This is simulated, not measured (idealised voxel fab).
process module | voxel capacitor over wiring
cross-section cut | 280 nm wide | cells 5 nm
A cross-section is a grid of square cells, given in bands from the top down. A band is one or more rows of cells.
Each band's line starts with the height of the band's top and of its bottom, in nm. Then come its materials from left to right, each with its width in nm. One material with "throughout" fills the band from edge to edge. "air" is empty space.
Height 0 is the level under which the wafer as received is all one material. The lowest band goes on downwards, as in "0 down".
A width such as "30 to 40" changes by the same amount from each row of cells to the next, from the band's top row to its bottom row.
"no change" after a step means that no cell of the cross-section changed.
closed voids: empty space of 8 cells or more with no open way to the top, each as width x height at its distance from the left edge, in nm
after a step's settings: what the simulator itself notes on the step
overlay nm, on a step with a mask: how far to the right of its planned place the mask lay; to the left if negative
plan
1 op RECEIVE | material Si
2 op CONFORMAL_DEP | material SiO2 | thk nm 10
3 op DIRECTIONAL_DEP | material TiN | thk nm 5
4 op DIRECTIONAL_DEP | material Ru | thk nm 15
5 op PATTERN | tone cover | mask id METAL_1 | material resist | width nm 25 | pitch nm 80 | thk nm 20 | overlay nm 0
6 op DIRECTIONAL_ETCH | etch materials Ru | depth nm 15
7 op DIRECTIONAL_ETCH | etch materials TiN | depth nm 5
8 op STRIP | etch materials resist
9 op CONFORMAL_DEP | material SiN | thk nm 5
10 op FILL_DEP | material SiO2 | thk nm 10
11 op CMP | height nm 30
12 op CONFORMAL_DEP | material SiCN | thk nm 5
13 op DIRECTIONAL_DEP | material lowk | thk nm 10
14 op DIRECTIONAL_DEP | material aC | thk nm 15
15 op PATTERN | tone open | mask id PLUG_1 | material resist | width nm 15 | thk nm 35 | overlay nm 0
16 op DIRECTIONAL_ETCH | etch materials aC | depth nm 15
17 op STRIP | etch materials resist
18 op DIRECTIONAL_ETCH | etch materials lowk | depth nm 10
19 op DIRECTIONAL_ETCH | etch materials SiCN | depth nm 5
20 op STRIP | etch materials aC
21 op CONFORMAL_DEP | material TiN | thk nm 5
22 op FILL_DEP | material W | thk nm 10
23 op CMP | height nm 45
24 op DIRECTIONAL_DEP | material TiN | thk nm 10
25 op DIRECTIONAL_DEP | material Al2O3 | thk nm 5
26 op DIRECTIONAL_DEP | material TiN | thk nm 10
27 op PATTERN | tone cover | mask id UPPER_PLATE | material resist | width nm 60 | thk nm 15 | overlay nm 0
28 op DIRECTIONAL_ETCH | etch materials TiN | depth nm 10
29 op DIRECTIONAL_ETCH | etch materials Al2O3 | depth nm 5
30 op STRIP | etch materials resist
31 op MASKED_ETCH | tone cover | mask id LOWER_PLATE | width nm 70 | etch materials TiN | depth nm 10 | overlay nm 0
32 op FILL_DEP | material SiO2 | thk nm 20
33 op CMP | height nm 85
34 op PATTERN | tone open | mask id PLUG_2 | material resist | width nm 15 | thk nm 15 | overlay nm 0
35 op DIRECTIONAL_ETCH | etch materials SiO2 | depth nm 15
36 op STRIP | etch materials resist
37 op CONFORMAL_DEP | material TiN | thk nm 5
38 op FILL_DEP | material Ru | thk nm 10
39 op CMP | height nm 85
40 op CONFORMAL_DEP | material SiCN | thk nm 5
first wafer, as planned
as received, after step 1
  0 down: Si throughout
  closed voids: none
after step 2
  10 to 0: SiO2 throughout
  below 0: unchanged
after step 3
  15 to 10: TiN throughout
  below 10: unchanged
after step 4
  30 to 15: Ru throughout
  below 15: unchanged
after step 5
  50 to 30: air 85 | resist 25 | air 55 | resist 25 | air 90
  below 30: unchanged
after step 6
  50 to 30: air 85 | resist 25 | air 55 | resist 25 | air 90
  30 to 15: air 85 | Ru 25 | air 55 | Ru 25 | air 90
  below 15: unchanged
after step 7
  50 to 30: air 85 | resist 25 | air 55 | resist 25 | air 90
  30 to 15: air 85 | Ru 25 | air 55 | Ru 25 | air 90
  15 to 10: air 85 | TiN 25 | air 55 | TiN 25 | air 90
  below 10: unchanged
after step 8
  30 to 15: air 85 | Ru 25 | air 55 | Ru 25 | air 90
  below 15: unchanged
after step 9
  35 to 30: air 80 | SiN 35 | air 45 | SiN 35 | air 85
  30 to 15: air 80 | SiN 5 | Ru 25 | SiN 5 | air 45 | SiN 5 | Ru 25 | SiN 5 | air 85
  15 to 10: SiN 85 | TiN 25 | SiN 55 | TiN 25 | SiN 90
  below 10: unchanged
after step 10
  45 to 35: SiO2 throughout
  35 to 30: SiO2 80 | SiN 35 | SiO2 45 | SiN 35 | SiO2 85
  30 to 15: SiO2 80 | SiN 5 | Ru 25 | SiN 5 | SiO2 45 | SiN 5 | Ru 25 | SiN 5 | SiO2 85
  below 15: unchanged
after step 11
  30 to 15: SiO2 80 | SiN 5 | Ru 25 | SiN 5 | SiO2 45 | SiN 5 | Ru 25 | SiN 5 | SiO2 85
  below 15: unchanged
after step 12
  35 to 30: SiCN throughout
  below 30: unchanged
after step 13
  45 to 35: lowk throughout
  below 35: unchanged
after step 14
  60 to 45: aC throughout
  below 45: unchanged
after step 15
  95 to 60: resist 95 | air 15 | resist 170
  below 60: unchanged
after step 16
  80 to 60: resist 95 | air 15 | resist 170
  60 to 45: aC 95 | air 15 | aC 170
  below 45: unchanged
after step 17
  60 to 45: aC 95 | air 15 | aC 170
  below 45: unchanged
after step 18
  60 to 45: aC 95 | air 15 | aC 170
  45 to 35: lowk 95 | air 15 | lowk 170
  below 35: unchanged
after step 19
  60 to 45: aC 95 | air 15 | aC 170
  45 to 35: lowk 95 | air 15 | lowk 170
  35 to 30: SiCN 95 | air 15 | SiCN 170
  below 30: unchanged
after step 20
  45 to 35: lowk 95 | air 15 | lowk 170
  below 35: unchanged
after step 21
  50 to 45: TiN 100 | air 5 | TiN 175
  45 to 35: lowk 95 | TiN 5 | air 5 | TiN 5 | lowk 170
  35 to 30: SiCN 95 | TiN 15 | SiCN 170
  below 30: unchanged
after step 22
  60 to 50: W throughout
  50 to 45: TiN 100 | W 5 | TiN 175
  45 to 35: lowk 95 | TiN 5 | W 5 | TiN 5 | lowk 170
  below 35: unchanged
after step 23
  45 to 35: lowk 95 | TiN 5 | W 5 | TiN 5 | lowk 170
  below 35: unchanged
after step 24
  55 to 45: TiN throughout
  below 45: unchanged
after step 25
  60 to 55: Al2O3 throughout
  below 55: unchanged
after step 26
  70 to 60: TiN throughout
  below 60: unchanged
after step 27
  85 to 70: air 95 | resist 60 | air 125
  below 70: unchanged
after step 28
  85 to 70: air 95 | resist 60 | air 125
  70 to 60: air 95 | TiN 60 | air 125
  below 60: unchanged
after step 29
  85 to 70: air 95 | resist 60 | air 125
  70 to 60: air 95 | TiN 60 | air 125
  60 to 55: air 95 | Al2O3 60 | air 125
  below 55: unchanged
after step 30
  70 to 60: air 95 | TiN 60 | air 125
  below 60: unchanged
after step 31
  70 to 60: air 95 | TiN 60 | air 125
  60 to 55: air 95 | Al2O3 60 | air 125
  55 to 45: air 90 | TiN 70 | air 120
  below 45: unchanged
after step 32
  90 to 70: SiO2 throughout
  70 to 60: SiO2 95 | TiN 60 | SiO2 125
  60 to 55: SiO2 95 | Al2O3 60 | SiO2 125
  55 to 45: SiO2 90 | TiN 70 | SiO2 120
  below 45: unchanged
after step 33
  85 to 70: SiO2 throughout
  below 70: unchanged
after step 34
  100 to 85: resist 105 | air 15 | resist 160
  below 85: unchanged
after step 35
  100 to 85: resist 105 | air 15 | resist 160
  85 to 70: SiO2 105 | air 15 | SiO2 160
  below 70: unchanged
after step 36
  85 to 70: SiO2 105 | air 15 | SiO2 160
  below 70: unchanged
after step 37
  90 to 85: TiN 110 | air 5 | TiN 165
  85 to 75: SiO2 105 | TiN 5 | air 5 | TiN 5 | SiO2 160
  75 to 70: SiO2 105 | TiN 15 | SiO2 160
  below 70: unchanged
after step 38
  100 to 90: Ru throughout
  90 to 85: TiN 110 | Ru 5 | TiN 165
  85 to 75: SiO2 105 | TiN 5 | Ru 5 | TiN 5 | SiO2 160
  below 75: unchanged
after step 39
  85 to 75: SiO2 105 | TiN 5 | Ru 5 | TiN 5 | SiO2 160
  below 75: unchanged
after step 40
  90 to 85: SiCN throughout
  below 85: unchanged
second wafer: like start, like plan, one mistake. Through step 33 it matches the first wafer
when step 34 should have ended
  100 to 85: resist 110 | air 15 | resist 155
  below 85: unchanged
when step 35 should have ended
  100 to 85: resist 110 | air 15 | resist 155
  85 to 70: SiO2 110 | air 15 | SiO2 155
  below 70: unchanged
when step 36 should have ended
  85 to 70: SiO2 110 | air 15 | SiO2 155
  below 70: unchanged
when step 37 should have ended
  90 to 85: TiN 115 | air 5 | TiN 160
  85 to 75: SiO2 110 | TiN 5 | air 5 | TiN 5 | SiO2 155
  75 to 70: SiO2 110 | TiN 15 | SiO2 155
  below 70: unchanged
when step 38 should have ended
  100 to 90: Ru throughout
  90 to 85: TiN 115 | Ru 5 | TiN 160
  85 to 75: SiO2 110 | TiN 5 | Ru 5 | TiN 5 | SiO2 155
  below 75: unchanged
when step 39 should have ended
  85 to 75: SiO2 110 | TiN 5 | Ru 5 | TiN 5 | SiO2 155
  below 75: unchanged
when step 40 should have ended
  90 to 85: SiCN throughout
  below 85: unchanged
what went wrong: step 34 ran as: op PATTERN | tone open | mask id PLUG_2 | material resist | width nm 15 | thk nm 15 | overlay nm 5
at the end the second wafer has, in cells: as many of each material as the first, in other places
